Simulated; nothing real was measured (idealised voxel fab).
Title: Process Module voxel self aligned contacts
Pictured: cross-section cut, 185 nm wide, on a grid of 5 nm square cells.
Cross-sections here: square-cell grids, written as top-down lists of bands, a band being one or more rows of cells. Heights first: top, then bottom, in nm. Then materials, left to right, each with a width in nm. "all across" on a single material: fills the band edge to edge. "empty": empty space. Height datum 0, below which the as-received substrate wafer is one material. Lowest band open at the bottom, running downward: "z 0 and below". A width given as "30 to 40" starts at the first number in the band's top row and ends at the second number in its bottom row, shifting by an equal amount at every step from row to row. When a step is marked "same as before", none of the cells in the cross-section changed during that step. Closed-off voids of 8+ cells (no open route to the top) go in "Closed-off voids", written width x height at distance from the left edge, in nm. Post-settings text on a step line: simulator's own remark regarding the step. On any step carrying a mask, the "overlay nm" setting, if present on the step's line, tells how far right of its planned place the mask lay; negative values point to the left.
-- The process steps that were planned are listed below
1 RECEIVE with material Si
2 CONFORMAL_DEP with material SiO2, thk nm 5
3 DIRECTIONAL_DEP with material polySi, thk nm 25
4 DIRECTIONAL_DEP with material SiN, thk nm 25
5 DIRECTIONAL_DEP with material aC, thk nm 15
6 PATTERN with tone cover, mask id GATE, material resist, width nm 30, pitch nm 75, thk nm 30, overlay nm -15
7 DIRECTIONAL_ETCH with etch materials aC, depth nm 15
8 STRIP with etch materials resist
9 DIRECTIONAL_ETCH with etch materials SiN, depth nm 25
10 DIRECTIONAL_ETCH with etch materials polySi, depth nm 25
11 STRIP with etch materials aC
12 CONFORMAL_DEP with material SiN, thk nm 10
13 DIRECTIONAL_ETCH with etch materials SiN, depth nm 10
14 FILL_DEP with material SiO2, thk nm 15
15 CMP with height nm 60
16 MASKED_ETCH with tone open, mask id CONTACT, width nm 55, etch materials SiO2, depth nm 60, overlay nm 0
17 CONFORMAL_DEP with material TiN, thk nm 5
18 FILL_DEP with material Ru, thk nm 10
19 CMP with height nm 60
20 CONFORMAL_DEP with material SiCN, thk nm 5
Keep in mind the plan's value for the overlay nm of step 6 comes from the first wafer; the wafers don't share that setting, but they do share the same starting point.
-- Cross-section of the first incoming wafer of several, state after step 1
> z 0 and below = Si all across
> Closed-off voids: none
-- each wafer at the end: cells of each material gained (+) or lost (-) since it was received, then its closed voids
overlay nm -15 | +33 Ru | +37 SiCN | +140 SiN | +178 SiO2 | +33 TiN | +60 polySi | Closed-off voids: none
overlay nm -10 | +33 Ru | +37 SiCN | +140 SiN | +178 SiO2 | +33 TiN | +60 polySi | Closed-off voids: none
overlay nm -5 | +33 Ru | +37 SiCN | +140 SiN | +178 SiO2 | +33 TiN | +60 polySi | Closed-off voids: none
overlay nm 0 | +33 Ru | +37 SiCN | +140 SiN | +178 SiO2 | +33 TiN | +60 polySi | Closed-off voids: none
overlay nm 5 | +33 Ru | +37 SiCN | +140 SiN | +178 SiO2 | +33 TiN | +60 polySi | Closed-off voids: none
overlay nm 10 | +33 Ru | +37 SiCN | +140 SiN | +178 SiO2 | +33 TiN | +60 polySi | Closed-off voids: none
overlay nm 15 | +33 Ru | +37 SiCN | +140 SiN | +178 SiO2 | +33 TiN | +60 polySi | Closed-off voids: none
